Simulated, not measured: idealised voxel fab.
This is a process module. Its name is voxel self aligned vias.
Cross-section cut: width 175 nm, square cells of 5 nm.
Cross-section format: a grid of square cells, given as bands from top to bottom; each band is one or more rows of cells.
Heights first: top, then bottom, in nm. Then materials, left to right, each with a width in nm. "throughout" on a single material: fills the band edge to edge. "air": empty space.
For the purposes of this specification, 0 denotes the height below which the wafer in its as-received condition is composed wholly of one material, and the lowermost band, lacking a lower limit, extends downward without end, as expressed in "z 0 and below".
Width "30 to 40": first value at the band's top row of cells, second value at its bottom row, equal change from row to row.
The designation "nothing got changed", where it is given for a processing step, indicates that no cell of the cross-section was altered in the course of that step.
In "Fully enclosed voids" the enclosed voids are listed, meaning empty spaces of 8 cells or larger without any opening to the top. The form is width x height at distance, distance from the left edge, units nm.
Post-settings text on a step line: simulator's own remark regarding the step.
A step line may carry the setting "overlay nm", which, for steps involving a mask, states the distance by which the mask lay to the right of its intended position; negative values denote displacement to the left.
**The planned process steps are enumerated hereunder**
- 1: RECEIVE,material Si
- 2: CONFORMAL_DEP,material SiO2,thk nm 10
- 3: CONFORMAL_DEP,material SiCN,thk nm 5
- 4: DIRECTIONAL_DEP,material lowk,thk nm 30
- 5: PATTERN,tone open,mask id LINES,material resist,width nm 30,pitch nm 65,thk nm 15,overlay nm 0
- 6: DIRECTIONAL_ETCH,etch materials lowk,depth nm 30
- 7: STRIP,etch materials resist
- 8: CONFORMAL_DEP,material TiN,thk nm 5
- 9: FILL_DEP,material W,thk nm 10
- 10: CMP,height nm 45
- 11: SELECTIVE_ETCH,etch materials W Ru TiN,depth nm 10
- 12: FILL_DEP,material SiN,thk nm 5
- 13: CMP,height nm 45
- 14: DIRECTIONAL_DEP,material lowk,thk nm 20
- 15: PATTERN,tone open,mask id VIAS,material resist,width nm 40,thk nm 20,overlay nm 0
- 16: DIRECTIONAL_ETCH,etch materials lowk,depth nm 20
- 17: DIRECTIONAL_ETCH,etch materials SiN,depth nm 10
- 18: STRIP,etch materials resist
- 19: CONFORMAL_DEP,material TiN,thk nm 5
- 20: FILL_DEP,material Cu,thk nm 10
- 21: CMP,height nm 65
- 22: CONFORMAL_DEP,material SiN,thk nm 5
**This is the cross-section of the wafer as we received it, i.e. after step 1**
* z 0 and below  Si throughout
* Fully enclosed voids: none
**As-planned run: cross-section of the first of two wafers at end of module**
* z 70 to 65  SiN throughout
* z 65 to 50  lowk=35, TiN=5, Cu=30, TiN=5, lowk=100
* z 50 to 45  lowk=35, TiN=10, Cu=20, TiN=10, lowk=100
* z 45 to 40  lowk=40, TiN=5, Cu=20, TiN=5, lowk=35, SiN=30, lowk=40
* z 40 to 35  lowk=40, TiN=30, lowk=35, SiN=30, lowk=40
* z 35 to 20  lowk=40, TiN=5, W=20, TiN=5, lowk=35, TiN=5, W=20, TiN=5, lowk=40
* z 20 to 15  lowk=40, TiN=30, lowk=35, TiN=30, lowk=40
* z 15 to 10  SiCN throughout
* z 10 to 0  SiO2 throughout
* z 0 and below  Si throughout
* Fully enclosed voids: none
**So this is wafer number two of the two, cut at the end of the module - it started where the first did and had the same plan, we just got one thing wrong running it**
* z 70 to 65  SiN throughout
* z 65 to 50  Cu=30, TiN=5, lowk=40, TiN=5, Cu=95
* z 50 to 45  TiN=35, lowk=40, TiN=35, Cu=20, TiN=45
* z 45 to 40  lowk=40, SiN=30, lowk=35, TiN=5, Cu=20, TiN=5, lowk=40
* z 40 to 35  lowk=40, SiN=30, lowk=35, TiN=30, lowk=40
* z 35 to 20  lowk=40, TiN=5, W=20, TiN=5, lowk=35, TiN=5, W=20, TiN=5, lowk=40
* z 20 to 15  lowk=40, TiN=30, lowk=35, TiN=30, lowk=40
* z 15 to 10  SiCN throughout
* z 10 to 0  SiO2 throughout
* z 0 and below  Si throughout
* Fully enclosed voids: none
Error vs. plan: off-plan run, step 15, actual operation and settings PATTERN,tone cover,mask id VIAS,material resist,width nm 40,thk nm 20,overlay nm 0
Looking at both finished wafers in cells, the second ends up ahead of or behind the first on some materials: Cu: 57 more | TiN: 19 more | lowk: 76 fewer
